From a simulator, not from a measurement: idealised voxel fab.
This section sets out a process module, namely voxel spacer lines.
For reference, the cross-section in this document is cut, with width 185 nm and square cells of 5 nm.
Square cells in a grid make up a cross-section in this document, and the grid is given as bands, listed from the top down, each one or more rows of cells. Band: top and bottom heights (nm) first, top before bottom; then materials from left to right, widths in nm. "all across" marks a sole material filling the band edge to edge. "air" denotes empty space. Counting heights begins at 0, where everything beneath is, in the wafer as received, one material. The lowest band has no bottom; it goes on downwards, as "0 down" shows. The expression "30..40" gives the width at the extremes of the band, the first number at its top row of cells and the second at its bottom row, with the width changing by equal amounts from each row to the next in between. No cell of the cross-section changed in a step that is given as "no alteration". Enclosed voids (no open way to top), threshold 8 cells or more, entry "Entrapped void list", notation width x height at distance, distance from left edge, nm. That trailing text on a step's line, after the settings, is the simulator's own remark on the step. When a step includes a mask, the "overlay nm" setting on its line states how far to the right of its planned place that mask lay, and negative values state how far to the left.

-- Process steps - plan
1. RECEIVE | material Si
2. CONFORMAL_DEP | material Al2O3 | thk nm 5
3. DIRECTIONAL_DEP | material SiN | thk nm 10
4. DIRECTIONAL_DEP | material aC | thk nm 25
5. PATTERN | tone cover | mask id MANDREL | material resist | width nm 25 | pitch nm 70 | thk nm 30 | overlay nm 0
6. DIRECTIONAL_ETCH | etch materials aC | depth nm 25
7. STRIP | etch materials resist
8. CONFORMAL_DEP | material SiO2 | thk nm 10
9. DIRECTIONAL_ETCH | etch materials SiO2 | depth nm 10
10. STRIP | etch materials aC
11. DIRECTIONAL_ETCH | etch materials SiN | depth nm 10
12. STRIP | etch materials SiO2
13. FILL_DEP | material lowk | thk nm 5
14. CMP | height nm 15

-- So, the first of our two wafers, run just as we planned it

-- Wafer as received: cross-section following step 1
    0 down = Si all across
    Entrapped void list: none

-- So this is the wafer cross-section right after step 2
    5 to 0 = Al2O3 all across
    Below a height of 0, the structure has not been altered.

-- So this is the wafer cross-section right after step 3
    15 to 5 = SiN all across
    Below a height of 5, the structure has not been altered.

-- So this is the wafer cross-section right after step 4
    40 to 15 = aC all across
    Below a height of 15, the structure has not been altered.

-- So this is the wafer cross-section right after step 5
    70 to 40 = 45 nm air; 25 nm resist; 45 nm air; 25 nm resist; 45 nm air
    Below a height of 40, the structure has not been altered.

-- So this is the wafer cross-section right after step 6
    45 to 40 = 45 nm air; 25 nm resist; 45 nm air; 25 nm resist; 45 nm air
    40 to 15 = 45 nm air; 25 nm aC; 45 nm air; 25 nm aC; 45 nm air
    Below a height of 15, the structure has not been altered.

-- So this is the wafer cross-section right after step 7
    40 to 15 = 45 nm air; 25 nm aC; 45 nm air; 25 nm aC; 45 nm air
    Below a height of 15, the structure has not been altered.

-- So this is the wafer cross-section right after step 8
    50 to 40 = 35 nm air; 45 nm SiO2; 25 nm air; 45 nm SiO2; 35 nm air
    40 to 25 = 35 nm air; 10 nm SiO2; 25 nm aC; 10 nm SiO2; 25 nm air; 10 nm SiO2; 25 nm aC; 10 nm SiO2; 35 nm air
    25 to 15 = 45 nm SiO2; 25 nm aC; 45 nm SiO2; 25 nm aC; 45 nm SiO2
    Below a height of 15, the structure has not been altered.

-- So this is the wafer cross-section right after step 9
    40 to 15 = 35 nm air; 10 nm SiO2; 25 nm aC; 10 nm SiO2; 25 nm air; 10 nm SiO2; 25 nm aC; 10 nm SiO2; 35 nm air
    Below a height of 15, the structure has not been altered.

-- So this is the wafer cross-section right after step 10
    40 to 15 = 35 nm air; 10 nm SiO2; 25 nm air; 10 nm SiO2; 25 nm air; 10 nm SiO2; 25 nm air; 10 nm SiO2; 35 nm air
    Below a height of 15, the structure has not been altered.

-- So this is the wafer cross-section right after step 11
    40 to 15 = 35 nm air; 10 nm SiO2; 25 nm air; 10 nm SiO2; 25 nm air; 10 nm SiO2; 25 nm air; 10 nm SiO2; 35 nm air
    15 to 5 = 35 nm air; 10 nm SiN; 25 nm air; 10 nm SiN; 25 nm air; 10 nm SiN; 25 nm air; 10 nm SiN; 35 nm air
    Below a height of 5, the structure has not been altered.

-- So this is the wafer cross-section right after step 12
    15 to 5 = 35 nm air; 10 nm SiN; 25 nm air; 10 nm SiN; 25 nm air; 10 nm SiN; 25 nm air; 10 nm SiN; 35 nm air
    Below a height of 5, the structure has not been altered.

-- So this is the wafer cross-section right after step 13
    20 to 15 = lowk all across
    15 to 5 = 35 nm lowk; 10 nm SiN; 25 nm lowk; 10 nm SiN; 25 nm lowk; 10 nm SiN; 25 nm lowk; 10 nm SiN; 35 nm lowk
    Below a height of 5, the structure has not been altered.

-- So this is the wafer cross-section right after step 14
    15 to 5 = 35 nm lowk; 10 nm SiN; 25 nm lowk; 10 nm SiN; 25 nm lowk; 10 nm SiN; 25 nm lowk; 10 nm SiN; 35 nm lowk
    Below a height of 5, the structure has not been altered.

-- Regarding the second of the two wafers: it shared the first wafer's starting condition and process plan, yet one error occurred during its execution. Its history coincides with that of the first wafer up to and including step 4

-- Second wafer at the planned finish of step 5, seen in cross-section
    70 to 40 = 45 nm resist; 25 nm air; 45 nm resist; 25 nm air; 45 nm resist
    Below a height of 40, the structure has not been altered.

-- Second wafer at the planned finish of step 6, seen in cross-section
    45 to 40 = 45 nm resist; 25 nm air; 45 nm resist; 25 nm air; 45 nm resist
    40 to 15 = 45 nm aC; 25 nm air; 45 nm aC; 25 nm air; 45 nm aC
    Below a height of 15, the structure has not been altered.

-- Second wafer at the planned finish of step 7, seen in cross-section
    40 to 15 = 45 nm aC; 25 nm air; 45 nm aC; 25 nm air; 45 nm aC
    Below a height of 15, the structure has not been altered.

-- Second wafer at the planned finish of step 8, seen in cross-section
    50 to 40 = 55 nm SiO2; 5 nm air; 65 nm SiO2; 5 nm air; 55 nm SiO2
    40 to 25 = 45 nm aC; 10 nm SiO2; 5 nm air; 10 nm SiO2; 45 nm aC; 10 nm SiO2; 5 nm air; 10 nm SiO2; 45 nm aC
    25 to 15 = 45 nm aC; 25 nm SiO2; 45 nm aC; 25 nm SiO2; 45 nm aC
    Below a height of 15, the structure has not been altered.

-- Second wafer at the planned finish of step 9, seen in cross-section
    40 to 15 = 45 nm aC; 10 nm SiO2; 5 nm air; 10 nm SiO2; 45 nm aC; 10 nm SiO2; 5 nm air; 10 nm SiO2; 45 nm aC
    Below a height of 15, the structure has not been altered.

-- Second wafer at the planned finish of step 10, seen in cross-section
    40 to 15 = 45 nm air; 10 nm SiO2; 5 nm air; 10 nm SiO2; 45 nm air; 10 nm SiO2; 5 nm air; 10 nm SiO2; 45 nm air
    Below a height of 15, the structure has not been altered.

-- Second wafer at the planned finish of step 11, seen in cross-section
    40 to 15 = 45 nm air; 10 nm SiO2; 5 nm air; 10 nm SiO2; 45 nm air; 10 nm SiO2; 5 nm air; 10 nm SiO2; 45 nm air
    15 to 5 = 45 nm air; 10 nm SiN; 5 nm air; 10 nm SiN; 45 nm air; 10 nm SiN; 5 nm air; 10 nm SiN; 45 nm air
    Below a height of 5, the structure has not been altered.

-- Second wafer at the planned finish of step 12, seen in cross-section
    15 to 5 = 45 nm air; 10 nm SiN; 5 nm air; 10 nm SiN; 45 nm air; 10 nm SiN; 5 nm air; 10 nm SiN; 45 nm air
    Below a height of 5, the structure has not been altered.

-- Second wafer at the planned finish of step 13, seen in cross-section
    20 to 15 = lowk all across
    15 to 5 = 45 nm lowk; 10 nm SiN; 5 nm lowk; 10 nm SiN; 45 nm lowk; 10 nm SiN; 5 nm lowk; 10 nm SiN; 45 nm lowk
    Below a height of 5, the structure has not been altered.

-- Second wafer at the planned finish of step 14, seen in cross-section
    15 to 5 = 45 nm lowk; 10 nm SiN; 5 nm lowk; 10 nm SiN; 45 nm lowk; 10 nm SiN; 5 nm lowk; 10 nm SiN; 45 nm lowk
    Below a height of 5, the structure has not been altered.
So what did we get wrong on this run? so step 5 ended up running with a different setting than we planned, it ran as PATTERN | tone open | mask id MANDREL | material resist | width nm 25 | pitch nm 70 | thk nm 30 | overlay nm 0
Final state: per-material cell counts identical on both wafers; locations differ.
